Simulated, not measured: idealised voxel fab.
process module | voxel fin reveal
cross-section cut | 270 nm wide | cells 5 nm
A cross-section is a grid of square cells, given in bands from the top down. A band is one or more rows of cells.
Each band's line starts with the height of the band's top and of its bottom, in nm. Then come its materials from left to right, each with its width in nm. One material with "throughout" fills the band from edge to edge. "air" is empty space.
Height 0 is the level under which the wafer as received is all one material. The lowest band goes on downwards, as in "0 down".
A width such as "30 to 40" changes by the same amount from each row of cells to the next, from the band's top row to its bottom row.
"no change" after a step means that no cell of the cross-section changed.
closed voids: empty space of 8 cells or more with no open way to the top, each as width x height at its distance from the left edge, in nm
after a step's settings: what the simulator itself notes on the step
overlay nm, on a step with a mask: how far to the right of its planned place the mask lay; to the left if negative
plan
1 op RECEIVE | material Si
2 op CONFORMAL_DEP | material SiN | thk nm 5
3 op PATTERN | tone cover | mask id FINS | material resist | width nm 15 | pitch nm 45 | thk nm 20 | overlay nm 0
4 op DIRECTIONAL_ETCH | etch materials SiN | depth nm 5
5 op DIRECTIONAL_ETCH | etch materials Si | depth nm 30
6 op STRIP | etch materials resist
7 op FILL_DEP | material SiO2 | thk nm 15
8 op CMP | height nm 5
9 op SELECTIVE_ETCH | etch materials SiO2 | depth nm 15
10 op STRIP | etch materials SiN
11 op CONFORMAL_DEP | material HfO2 | thk nm 5
as received, after step 1
  0 down: Si throughout
  closed voids: none
a wafer at the end: this start, this plan, one mistake
  5 to 0: air 70 | HfO2 35 | air 10 | HfO2 35 | air 10 | HfO2 35 | air 75
  0 to -5: air 70 | HfO2 5 | Si 25 | HfO2 5 | air 10 | HfO2 5 | Si 25 | HfO2 5 | air 10 | HfO2 5 | Si 25 | HfO2 5 | air 75
  -5 to -10: HfO2 75 | Si 25 | HfO2 20 | Si 25 | HfO2 20 | Si 25 | HfO2 80
  -10 to -30: SiO2 75 | Si 25 | SiO2 20 | Si 25 | SiO2 20 | Si 25 | SiO2 80
  -30 down: Si throughout
  closed voids: none
what went wrong: step 3 ran as: op PATTERN | tone cover | mask id FINS | material resist | width nm 25 | pitch nm 45 | thk nm 20 | overlay nm 0
